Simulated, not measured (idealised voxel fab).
You're looking at the process module voxel fin reveal.
It is cross-section cut that appears here, measuring 185 nm in width, its square cells being 5 nm in size.
A cross-section is written here as square cells arranged in a grid, and it is given in bands from the top down, each band taking up one or more rows of cells. Heights first: top, then bottom, in nm. Then materials, left to right, each with a width in nm. "edge to edge" on a single material: fills the band edge to edge. "blank": empty space. Beneath 0, the wafer as received is one material, and that level is where height counting begins. The lowest band goes on downward without a bottom; it is written like "z 0 and below". A width such as "30 to 40" changes by the same amount from each row of cells to the next, from the band's top row to its bottom row. Basically "left unchanged" means that step didn't change any cell in the cross-section. Any empty space of 8 cells or more lacking an open way to the top shows up in "Tabulated closed voids" as width x height at distance, distance from the left edge, in nm. Formally, on a step line, whatever follows the settings is a remark that the simulator itself makes on the step. Steps that use a mask can have "overlay nm" on their line. It says how far the mask sat to the right of where it was meant to be. Negative means to the left.
# The following list gives the planned process steps
1. RECEIVE: material Si
2. CONFORMAL_DEP: material SiN, thk nm 10
3. PATTERN: tone cover, mask id FINS, material resist, width nm 15, pitch nm 40, thk nm 20, overlay nm 0
4. DIRECTIONAL_ETCH: etch materials SiN, depth nm 10
5. DIRECTIONAL_ETCH: etch materials Si, depth nm 35
6. STRIP: etch materials resist
7. OXIDIZE: depth nm 5
8. FILL_DEP: material SiO2, thk nm 10
9. CMP: height nm 10
10. SELECTIVE_ETCH: etch materials SiO2, depth nm 20
11. STRIP: etch materials SiN
12. CONFORMAL_DEP: material HfO2, thk nm 5
The wafers are alike at the start. At step 10, their depth nm differs. The plan lists the first wafer's value.
# Sectional view: first of several wafers, as received, after step 1
    z 0 and below = Si edge to edge
    Tabulated closed voids: none
# The table below has one row for each wafer; a row shows, as of the end of the module, how many cells of each material the wafer has gained, marked (+), or lost, marked (-), since it was received, and then the wafer's closed voids
depth nm 20 | +45 HfO2 | -280 Si | +210 SiO2 | Tabulated closed voids: none
depth nm 25 | +49 HfO2 | -280 Si | +175 SiO2 | Tabulated closed voids: none
depth nm 30 | +53 HfO2 | -280 Si | +140 SiO2 | Tabulated closed voids: none
depth nm 35 | +57 HfO2 | -280 Si | +105 SiO2 | Tabulated closed voids: none
depth nm 40 | +61 HfO2 | -280 Si | +70 SiO2 | Tabulated closed voids: none
depth nm 45 | +65 HfO2 | -280 Si | +35 SiO2 | Tabulated closed voids: none
